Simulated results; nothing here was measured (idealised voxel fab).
The process module presented herein is designated voxel transistor to metal.
Cross-section cut spans 190 nm and uses square cells 5 nm in size.
Cross-section format: a grid of square cells, given as bands from top to bottom; each band is one or more rows of cells.
Band: top height; bottom height; in nm. Then, left to right: material with width in nm, for each material. "edge to edge": a single material spanning edge to edge. "empty": empty space.
A quick word on heights: they are counted from 0, and under that level the wafer as it came to us is one material throughout. The lowest band is different from the rest in having no bottom; it simply continues downward, written as in "0 -> down".
The expression "30..40" gives the width at the extremes of the band, the first number at its top row of cells and the second at its bottom row, with the width changing by equal amounts from each row to the next in between.
"nothing changed", as given for a step, is the statement that not any cell of the cross-section underwent a change during that step.
"Closed-off voids": empty spaces of 8 cells or more with no open way to the top, each given as width x height at distance, distance from the left edge, all in nm.
Read whatever lies past the settings on a step's line as the simulator's own remark about the step.
Steps that use a mask can have "overlay nm" on their line. It says how far the mask sat to the right of where it was meant to be. Negative means to the left.
# So here's the lineup of process steps we planned
step 1: RECEIVE,material Si
step 2: OXIDIZE,depth nm 5
step 3: CONFORMAL_DEP,material SiN,thk nm 15
step 4: MASKED_ETCH,tone cover,mask id ACTIVE,width nm 135,etch materials SiN,depth nm 15,overlay nm 0
step 5: MASKED_ETCH,tone cover,mask id ACTIVE,width nm 135,etch materials SiO2,depth nm 5,overlay nm 0
step 6: MASKED_ETCH,tone cover,mask id ACTIVE,width nm 135,etch materials Si,depth nm 20,overlay nm 0
step 7: FILL_DEP,material SiO2,thk nm 10
step 8: CMP,height nm 15
step 9: SELECTIVE_ETCH,etch materials SiO2,depth nm 5
step 10: STRIP,etch materials SiN
step 11: SELECTIVE_ETCH,etch materials SiO2,depth nm 5
step 12: OXIDIZE,depth nm 5
step 13: DIRECTIONAL_DEP,material polySi,thk nm 30
step 14: DIRECTIONAL_DEP,material SiCN,thk nm 10
step 15: DIRECTIONAL_DEP,material aC,thk nm 15
step 16: PATTERN,tone cover,mask id GATE,material resist,width nm 35,thk nm 30,overlay nm 0
step 17: DIRECTIONAL_ETCH,etch materials aC,depth nm 15
step 18: STRIP,etch materials resist
step 19: DIRECTIONAL_ETCH,etch materials SiCN,depth nm 20
step 20: DIRECTIONAL_ETCH,etch materials polySi,depth nm 40
step 21: STRIP,etch materials aC
step 22: CONFORMAL_DEP,material SiN,thk nm 5
step 23: DIRECTIONAL_ETCH,etch materials SiN,depth nm 5
step 24: DIRECTIONAL_ETCH,etch materials SiO2,depth nm 5
step 25: DIRECTIONAL_ETCH,etch materials Si,depth nm 5
step 26: EPI,material nSi,thk nm 5
step 27: FILL_DEP,material SiO2,thk nm 10
step 28: CMP,height nm 25
step 29: STRIP,etch materials polySi
step 30: SELECTIVE_ETCH,etch materials SiO2,depth nm 5
step 31: CONFORMAL_DEP,material HfO2,thk nm 5
step 32: CONFORMAL_DEP,material TiN,thk nm 5
step 33: FILL_DEP,material W,thk nm 10
step 34: CMP,height nm 20
step 35: DIRECTIONAL_DEP,material SiO2,thk nm 15
step 36: MASKED_ETCH,tone open,mask id CONTACT,width nm 20,pitch nm 95,etch materials SiO2,depth nm 45,overlay nm 0
step 37: CONFORMAL_DEP,material TiN,thk nm 5
step 38: FILL_DEP,material W,thk nm 5
step 39: CMP,height nm 35
step 40: DIRECTIONAL_DEP,material TiN,thk nm 5
step 41: DIRECTIONAL_DEP,material W,thk nm 20
step 42: MASKED_ETCH,tone cover,mask id METAL_1,width nm 20,pitch nm 95,etch materials W,depth nm 20,overlay nm 0
step 43: MASKED_ETCH,tone cover,mask id METAL_1,width nm 20,pitch nm 95,etch materials TiN,depth nm 5,overlay nm 0
step 44: FILL_DEP,material lowk,thk nm 10
step 45: CMP,height nm 60
step 46: CONFORMAL_DEP,material SiCN,thk nm 5
# Run as planned: first of two wafers
# As-received wafer cross-section (after step 1)
> 0 -> down | Si edge to edge
> Closed-off voids: none
# Cross-section: wafer state after step 2
> 0 -> -5 | SiO2 edge to edge
> Whatever lies below -5 is exactly as it was before.
# Cross-section: wafer state after step 3
> 15 -> 0 | SiN edge to edge
> Whatever lies below 0 is exactly as it was before.
# Cross-section: wafer state after step 4
> 15 -> 0 | empty=25 / SiN=135 / empty=30
> Whatever lies below 0 is exactly as it was before.
# Cross-section: wafer state after step 5
> 15 -> 0 | empty=25 / SiN=135 / empty=30
> 0 -> -5 | empty=25 / SiO2=135 / empty=30
> Whatever lies below -5 is exactly as it was before.
# Cross-section: wafer state after step 6
> 15 -> 0 | empty=25 / SiN=135 / empty=30
> 0 -> -5 | empty=25 / SiO2=135 / empty=30
> -5 -> -25 | empty=25 / Si=135 / empty=30
> Whatever lies below -25 is exactly as it was before.
# Cross-section: wafer state after step 7
> 25 -> 15 | SiO2 edge to edge
> 15 -> 0 | SiO2=25 / SiN=135 / SiO2=30
> 0 -> -5 | SiO2 edge to edge
> -5 -> -25 | SiO2=25 / Si=135 / SiO2=30
> Whatever lies below -25 is exactly as it was before.
# Cross-section: wafer state after step 8
> 15 -> 0 | SiO2=25 / SiN=135 / SiO2=30
> Whatever lies below 0 is exactly as it was before.
# Cross-section: wafer state after step 9
> 15 -> 10 | empty=25 / SiN=135 / empty=30
> Whatever lies below 10 is exactly as it was before.
# Cross-section: wafer state after step 10
> 10 -> 0 | SiO2=25 / empty=135 / SiO2=30
> Whatever lies below 0 is exactly as it was before.
# Cross-section: wafer state after step 11
> 5 -> -5 | SiO2=20 / empty=145 / SiO2=25
> Whatever lies below -5 is exactly as it was before.
# Cross-section: wafer state after step 12
> 5 -> -5 | SiO2=20 / empty=145 / SiO2=25
> -5 -> -10 | SiO2 edge to edge
> Whatever lies below -10 is exactly as it was before.
# Cross-section: wafer state after step 13
> 35 -> 25 | polySi=20 / empty=145 / polySi=25
> 25 -> 5 | polySi edge to edge
> 5 -> -5 | SiO2=20 / polySi=145 / SiO2=25
> Whatever lies below -5 is exactly as it was before.
# Cross-section: wafer state after step 14
> 45 -> 35 | SiCN=20 / empty=145 / SiCN=25
> 35 -> 25 | polySi=20 / SiCN=145 / polySi=25
> Whatever lies below 25 is exactly as it was before.
# Cross-section: wafer state after step 15
> 60 -> 50 | aC=20 / empty=145 / aC=25
> 50 -> 45 | aC edge to edge
> 45 -> 35 | SiCN=20 / aC=145 / SiCN=25
> Whatever lies below 35 is exactly as it was before.
# Cross-section: wafer state after step 16
> 90 -> 60 | empty=75 / resist=35 / empty=80
> 60 -> 50 | aC=20 / empty=55 / resist=35 / empty=55 / aC=25
> Whatever lies below 50 is exactly as it was before.
# Cross-section: wafer state after step 17
> 75 -> 50 | empty=75 / resist=35 / empty=80
> 50 -> 45 | empty=75 / aC=35 / empty=80
> 45 -> 35 | SiCN=20 / empty=55 / aC=35 / empty=55 / SiCN=25
> Whatever lies below 35 is exactly as it was before.
# Cross-section: wafer state after step 18
> 50 -> 45 | empty=75 / aC=35 / empty=80
> Whatever lies below 45 is exactly as it was before.
# Cross-section: wafer state after step 19
> 50 -> 35 | empty=75 / aC=35 / empty=80
> 35 -> 25 | polySi=20 / empty=55 / SiCN=35 / empty=55 / polySi=25
> Whatever lies below 25 is exactly as it was before.
# Cross-section: wafer state after step 20
> 50 -> 35 | empty=75 / aC=35 / empty=80
> 35 -> 25 | empty=75 / SiCN=35 / empty=80
> 25 -> 5 | empty=75 / polySi=35 / empty=80
> 5 -> -5 | SiO2=20 / empty=55 / polySi=35 / empty=55 / SiO2=25
> Whatever lies below -5 is exactly as it was before.
# Cross-section: wafer state after step 21
> 35 -> 25 | empty=75 / SiCN=35 / empty=80
> Whatever lies below 25 is exactly as it was before.
# Cross-section: wafer state after step 22
> 40 -> 35 | empty=70 / SiN=45 / empty=75
> 35 -> 25 | empty=70 / SiN=5 / SiCN=35 / SiN=5 / empty=75
> 25 -> 10 | empty=70 / SiN=5 / polySi=35 / SiN=5 / empty=75
> 10 -> 5 | SiN=25 / empty=45 / SiN=5 / polySi=35 / SiN=5 / empty=45 / SiN=30
> 5 -> 0 | SiO2=20 / SiN=5 / empty=45 / SiN=5 / polySi=35 / SiN=5 / empty=45 / SiN=5 / SiO2=25
> 0 -> -5 | SiO2=20 / SiN=55 / polySi=35 / SiN=55 / SiO2=25
> Whatever lies below -5 is exactly as it was before.
# Cross-section: wafer state after step 23
> 35 -> 25 | empty=70 / SiN=5 / SiCN=35 / SiN=5 / empty=75
> 25 -> 5 | empty=70 / SiN=5 / polySi=35 / SiN=5 / empty=75
> 5 -> -5 | SiO2=20 / SiN=5 / empty=45 / SiN=5 / polySi=35 / SiN=5 / empty=45 / SiN=5 / SiO2=25
> Whatever lies below -5 is exactly as it was before.
# Cross-section: wafer state after step 24
> 35 -> 25 | empty=70 / SiN=5 / SiCN=35 / SiN=5 / empty=75
> 25 -> 5 | empty=70 / SiN=5 / polySi=35 / SiN=5 / empty=75
> 5 -> 0 | empty=20 / SiN=5 / empty=45 / SiN=5 / polySi=35 / SiN=5 / empty=45 / SiN=5 / empty=25
> 0 -> -5 | SiO2=20 / SiN=5 / empty=45 / SiN=5 / polySi=35 / SiN=5 / empty=45 / SiN=5 / SiO2=25
> -5 -> -10 | SiO2=25 / empty=45 / SiO2=45 / empty=45 / SiO2=30
> Whatever lies below -10 is exactly as it was before.
# Cross-section: wafer state after step 25
> 35 -> 25 | empty=70 / SiN=5 / SiCN=35 / SiN=5 / empty=75
> 25 -> 5 | empty=70 / SiN=5 / polySi=35 / SiN=5 / empty=75
> 5 -> 0 | empty=20 / SiN=5 / empty=45 / SiN=5 / polySi=35 / SiN=5 / empty=45 / SiN=5 / empty=25
> 0 -> -5 | SiO2=20 / SiN=5 / empty=45 / SiN=5 / polySi=35 / SiN=5 / empty=45 / SiN=5 / SiO2=25
> -5 -> -10 | SiO2=25 / empty=45 / SiO2=45 / empty=45 / SiO2=30
> -10 -> -15 | SiO2=25 / empty=45 / Si=45 / empty=45 / SiO2=30
> Whatever lies below -15 is exactly as it was before.
# Cross-section: wafer state after step 26
> 35 -> 25 | empty=70 / SiN=5 / SiCN=35 / SiN=5 / empty=75
> 25 -> 5 | empty=70 / SiN=5 / polySi=35 / SiN=5 / empty=75
> 5 -> 0 | empty=20 / SiN=5 / empty=45 / SiN=5 / polySi=35 / SiN=5 / empty=45 / SiN=5 / empty=25
> 0 -> -5 | SiO2=20 / SiN=5 / empty=45 / SiN=5 / polySi=35 / SiN=5 / empty=45 / SiN=5 / SiO2=25
> -5 -> -10 | SiO2=25 / empty=40 / nSi=5 / SiO2=45 / nSi=5 / empty=40 / SiO2=30
> -10 -> -15 | SiO2=25 / nSi=45 / Si=45 / nSi=45 / SiO2=30
> Whatever lies below -15 is exactly as it was before.
# Cross-section: wafer state after step 27
> 45 -> 35 | SiO2 edge to edge
> 35 -> 25 | SiO2=70 / SiN=5 / SiCN=35 / SiN=5 / SiO2=75
> 25 -> 5 | SiO2=70 / SiN=5 / polySi=35 / SiN=5 / SiO2=75
> 5 -> -5 | SiO2=20 / SiN=5 / SiO2=45 / SiN=5 / polySi=35 / SiN=5 / SiO2=45 / SiN=5 / SiO2=25
> -5 -> -10 | SiO2=65 / nSi=5 / SiO2=45 / nSi=5 / SiO2=70
> Whatever lies below -10 is exactly as it was before.
# Cross-section: wafer state after step 28
> 25 -> 5 | SiO2=70 / SiN=5 / polySi=35 / SiN=5 / SiO2=75
> Whatever lies below 5 is exactly as it was before.
# Cross-section: wafer state after step 29
> 25 -> 5 | SiO2=70 / SiN=5 / empty=35 / SiN=5 / SiO2=75
> 5 -> -5 | SiO2=20 / SiN=5 / SiO2=45 / SiN=5 / empty=35 / SiN=5 / SiO2=45 / SiN=5 / SiO2=25
> Whatever lies below -5 is exactly as it was before.
# Cross-section: wafer state after step 30
> 25 -> 20 | empty=70 / SiN=5 / empty=35 / SiN=5 / empty=75
> 20 -> 5 | SiO2=70 / SiN=5 / empty=35 / SiN=5 / SiO2=75
> 5 -> -5 | SiO2=20 / SiN=5 / SiO2=45 / SiN=5 / empty=35 / SiN=5 / SiO2=45 / SiN=5 / SiO2=25
> -5 -> -10 | SiO2=65 / nSi=5 / empty=45 / nSi=5 / SiO2=70
> Whatever lies below -10 is exactly as it was before.
# Cross-section: wafer state after step 31
> 30 -> 25 | empty=65 / HfO2=15 / empty=25 / HfO2=15 / empty=70
> 25 -> 20 | HfO2=70 / SiN=5 / HfO2=5 / empty=25 / HfO2=5 / SiN=5 / HfO2=75
> 20 -> 5 | SiO2=70 / SiN=5 / HfO2=5 / empty=25 / HfO2=5 / SiN=5 / SiO2=75
> 5 -> -5 | SiO2=20 / SiN=5 / SiO2=45 / SiN=5 / HfO2=5 / empty=25 / HfO2=5 / SiN=5 / SiO2=45 / SiN=5 / SiO2=25
> -5 -> -10 | SiO2=65 / nSi=5 / HfO2=45 / nSi=5 / SiO2=70
> Whatever lies below -10 is exactly as it was before.
# Cross-section: wafer state after step 32
> 35 -> 30 | empty=60 / TiN=25 / empty=15 / TiN=25 / empty=65
> 30 -> 25 | TiN=65 / HfO2=15 / TiN=5 / empty=15 / TiN=5 / HfO2=15 / TiN=70
> 25 -> 20 | HfO2=70 / SiN=5 / HfO2=5 / TiN=5 / empty=15 / TiN=5 / HfO2=5 / SiN=5 / HfO2=75
> 20 -> 5 | SiO2=70 / SiN=5 / HfO2=5 / TiN=5 / empty=15 / TiN=5 / HfO2=5 / SiN=5 / SiO2=75
> 5 -> 0 | SiO2=20 / SiN=5 / SiO2=45 / SiN=5 / HfO2=5 / TiN=5 / empty=15 / TiN=5 / HfO2=5 / SiN=5 / SiO2=45 / SiN=5 / SiO2=25
> 0 -> -5 | SiO2=20 / SiN=5 / SiO2=45 / SiN=5 / HfO2=5 / TiN=25 / HfO2=5 / SiN=5 / SiO2=45 / SiN=5 / SiO2=25
> Whatever lies below -5 is exactly as it was before.
# Cross-section: wafer state after step 33
> 45 -> 35 | W edge to edge
> 35 -> 30 | W=60 / TiN=25 / W=15 / TiN=25 / W=65
> 30 -> 25 | TiN=65 / HfO2=15 / TiN=5 / W=15 / TiN=5 / HfO2=15 / TiN=70
> 25 -> 20 | HfO2=70 / SiN=5 / HfO2=5 / TiN=5 / W=15 / TiN=5 / HfO2=5 / SiN=5 / HfO2=75
> 20 -> 5 | SiO2=70 / SiN=5 / HfO2=5 / TiN=5 / W=15 / TiN=5 / HfO2=5 / SiN=5 / SiO2=75
> 5 -> 0 | SiO2=20 / SiN=5 / SiO2=45 / SiN=5 / HfO2=5 / TiN=5 / W=15 / TiN=5 / HfO2=5 / SiN=5 / SiO2=45 / SiN=5 / SiO2=25
> Whatever lies below 0 is exactly as it was before.
# Cross-section: wafer state after step 34
> 20 -> 5 | SiO2=70 / SiN=5 / HfO2=5 / TiN=5 / W=15 / TiN=5 / HfO2=5 / SiN=5 / SiO2=75
> Whatever lies below 5 is exactly as it was before.
# Cross-section: wafer state after step 35
> 35 -> 20 | SiO2 edge to edge
> Whatever lies below 20 is exactly as it was before.
# Cross-section: wafer state after step 36
> 35 -> 20 | SiO2=35 / empty=20 / SiO2=75 / empty=20 / SiO2=40
> 20 -> 5 | SiO2=35 / empty=20 / SiO2=15 / SiN=5 / HfO2=5 / TiN=5 / W=15 / TiN=5 / HfO2=5 / SiN=5 / SiO2=15 / empty=20 / SiO2=40
> 5 -> 0 | SiO2=20 / SiN=5 / SiO2=10 / empty=20 / SiO2=15 / SiN=5 / HfO2=5 / TiN=5 / W=15 / TiN=5 / HfO2=5 / SiN=5 / SiO2=15 / empty=20 / SiO2=10 / SiN=5 / SiO2=25
> 0 -> -5 | SiO2=20 / SiN=5 / SiO2=10 / empty=20 / SiO2=15 / SiN=5 / HfO2=5 / TiN=25 / HfO2=5 / SiN=5 / SiO2=15 / empty=20 / SiO2=10 / SiN=5 / SiO2=25
> -5 -> -10 | SiO2=35 / empty=20 / SiO2=10 / nSi=5 / HfO2=45 / nSi=5 / SiO2=10 / empty=20 / SiO2=40
> Whatever lies below -10 is exactly as it was before.
# Cross-section: wafer state after step 37
> 40 -> 35 | TiN=40 / empty=10 / TiN=85 / empty=10 / TiN=45
> 35 -> 20 | SiO2=35 / TiN=5 / empty=10 / TiN=5 / SiO2=75 / TiN=5 / empty=10 / TiN=5 / SiO2=40
> 20 -> 5 | SiO2=35 / TiN=5 / empty=10 / TiN=5 / SiO2=15 / SiN=5 / HfO2=5 / TiN=5 / W=15 / TiN=5 / HfO2=5 / SiN=5 / SiO2=15 / TiN=5 / empty=10 / TiN=5 / SiO2=40
> 5 -> 0 | SiO2=20 / SiN=5 / SiO2=10 / TiN=5 / empty=10 / TiN=5 / SiO2=15 / SiN=5 / HfO2=5 / TiN=5 / W=15 / TiN=5 / HfO2=5 / SiN=5 / SiO2=15 / TiN=5 / empty=10 / TiN=5 / SiO2=10 / SiN=5 / SiO2=25
> 0 -> -5 | SiO2=20 / SiN=5 / SiO2=10 / TiN=5 / empty=10 / TiN=5 / SiO2=15 / SiN=5 / HfO2=5 / TiN=25 / HfO2=5 / SiN=5 / SiO2=15 / TiN=5 / empty=10 / TiN=5 / SiO2=10 / SiN=5 / SiO2=25
> -5 -> -10 | SiO2=35 / TiN=20 / SiO2=10 / nSi=5 / HfO2=45 / nSi=5 / SiO2=10 / TiN=20 / SiO2=40
> Whatever lies below -10 is exactly as it was before.
# Cross-section: wafer state after step 38
> 45 -> 40 | W edge to edge
> 40 -> 35 | TiN=40 / W=10 / TiN=85 / W=10 / TiN=45
> 35 -> 20 | SiO2=35 / TiN=5 / W=10 / TiN=5 / SiO2=75 / TiN=5 / W=10 / TiN=5 / SiO2=40
> 20 -> 5 | SiO2=35 / TiN=5 / W=10 / TiN=5 / SiO2=15 / SiN=5 / HfO2=5 / TiN=5 / W=15 / TiN=5 / HfO2=5 / SiN=5 / SiO2=15 / TiN=5 / W=10 / TiN=5 / SiO2=40
> 5 -> 0 | SiO2=20 / SiN=5 / SiO2=10 / TiN=5 / W=10 / TiN=5 / SiO2=15 / SiN=5 / HfO2=5 / TiN=5 / W=15 / TiN=5 / HfO2=5 / SiN=5 / SiO2=15 / TiN=5 / W=10 / TiN=5 / SiO2=10 / SiN=5 / SiO2=25
> 0 -> -5 | SiO2=20 / SiN=5 / SiO2=10 / TiN=5 / W=10 / TiN=5 / SiO2=15 / SiN=5 / HfO2=5 / TiN=25 / HfO2=5 / SiN=5 / SiO2=15 / TiN=5 / W=10 / TiN=5 / SiO2=10 / SiN=5 / SiO2=25
> Whatever lies below -5 is exactly as it was before.
# Cross-section: wafer state after step 39
> 35 -> 20 | SiO2=35 / TiN=5 / W=10 / TiN=5 / SiO2=75 / TiN=5 / W=10 / TiN=5 / SiO2=40
> Whatever lies below 20 is exactly as it was before.
# Cross-section: wafer state after step 40
> 40 -> 35 | TiN edge to edge
> Whatever lies below 35 is exactly as it was before.
# Cross-section: wafer state after step 41
> 60 -> 40 | W edge to edge
> Whatever lies below 40 is exactly as it was before.
# Cross-section: wafer state after step 42
> 60 -> 40 | empty=35 / W=20 / empty=75 / W=20 / empty=40
> Whatever lies below 40 is exactly as it was before.
# Cross-section: wafer state after step 43
> 60 -> 40 | empty=35 / W=20 / empty=75 / W=20 / empty=40
> 40 -> 35 | empty=35 / TiN=20 / empty=75 / TiN=20 / empty=40
> Whatever lies below 35 is exactly as it was before.
# Cross-section: wafer state after step 44
> 70 -> 60 | lowk edge to edge
> 60 -> 40 | lowk=35 / W=20 / lowk=75 / W=20 / lowk=40
> 40 -> 35 | lowk=35 / TiN=20 / lowk=75 / TiN=20 / lowk=40
> Whatever lies below 35 is exactly as it was before.
# Cross-section: wafer state after step 45
> 60 -> 40 | lowk=35 / W=20 / lowk=75 / W=20 / lowk=40
> Whatever lies below 40 is exactly as it was before.
# Cross-section: wafer state after step 46
> 65 -> 60 | SiCN edge to edge
> Whatever lies below 60 is exactly as it was before.
# Second wafer: same start and same plan as the first, one execution error; identical to the first through step 33
Here is the second wafer in cross-section at the point where step 34 of the plan should have been done: nothing changed
# Here is the second wafer in cross-section at the point where step 35 of the plan should have been done
> 60 -> 45 | SiO2 edge to edge
> Whatever lies below 45 is exactly as it was before.
# Here is the second wafer in cross-section at the point where step 36 of the plan should have been done
> 60 -> 45 | SiO2=35 / empty=20 / SiO2=75 / empty=20 / SiO2=40
> Whatever lies below 45 is exactly as it was before.
# Here is the second wafer in cross-section at the point where step 37 of the plan should have been done
> 65 -> 60 | TiN=40 / empty=10 / TiN=85 / empty=10 / TiN=45
> 60 -> 50 | SiO2=35 / TiN=5 / empty=10 / TiN=5 / SiO2=75 / TiN=5 / empty=10 / TiN=5 / SiO2=40
> 50 -> 45 | SiO2=35 / TiN=20 / SiO2=75 / TiN=20 / SiO2=40
> Whatever lies below 45 is exactly as it was before.
# Here is the second wafer in cross-section at the point where step 38 of the plan should have been done
> 70 -> 65 | W edge to edge
> 65 -> 60 | TiN=40 / W=10 / TiN=85 / W=10 / TiN=45
> 60 -> 50 | SiO2=35 / TiN=5 / W=10 / TiN=5 / SiO2=75 / TiN=5 / W=10 / TiN=5 / SiO2=40
> Whatever lies below 50 is exactly as it was before.
# Here is the second wafer in cross-section at the point where step 39 of the plan should have been done
> 35 -> 30 | W=60 / TiN=25 / W=15 / TiN=25 / W=65
> Whatever lies below 30 is exactly as it was before.
# Here is the second wafer in cross-section at the point where step 40 of the plan should have been done
> 40 -> 35 | TiN edge to edge
> Whatever lies below 35 is exactly as it was before.
# Here is the second wafer in cross-section at the point where step 41 of the plan should have been done
> 60 -> 40 | W edge to edge
> Whatever lies below 40 is exactly as it was before.
# Here is the second wafer in cross-section at the point where step 42 of the plan should have been done
> 60 -> 40 | empty=35 / W=20 / empty=75 / W=20 / empty=40
> Whatever lies below 40 is exactly as it was before.
# Here is the second wafer in cross-section at the point where step 43 of the plan should have been done
> 60 -> 40 | empty=35 / W=20 / empty=75 / W=20 / empty=40
> 40 -> 35 | empty=35 / TiN=20 / empty=75 / TiN=20 / empty=40
> Whatever lies below 35 is exactly as it was before.
# Here is the second wafer in cross-section at the point where step 44 of the plan should have been done
> 70 -> 60 | lowk edge to edge
> 60 -> 40 | lowk=35 / W=20 / lowk=75 / W=20 / lowk=40
> 40 -> 35 | lowk=35 / TiN=20 / lowk=75 / TiN=20 / lowk=40
> Whatever lies below 35 is exactly as it was before.
# Here is the second wafer in cross-section at the point where step 45 of the plan should have been done
> 60 -> 40 | lowk=35 / W=20 / lowk=75 / W=20 / lowk=40
> Whatever lies below 40 is exactly as it was before.
# Here is the second wafer in cross-section at the point where step 46 of the plan should have been done
> 65 -> 60 | SiCN edge to edge
> Whatever lies below 60 is exactly as it was before.
Against the plan, the run slipped here: plan step 34 never ran because it was skipped
End of process, cell counts, second wafer against first, materials with more or fewer: 37 more of HfO2; 2 more of SiN; 42 fewer of SiO2; 1 more of TiN; 2 more of W
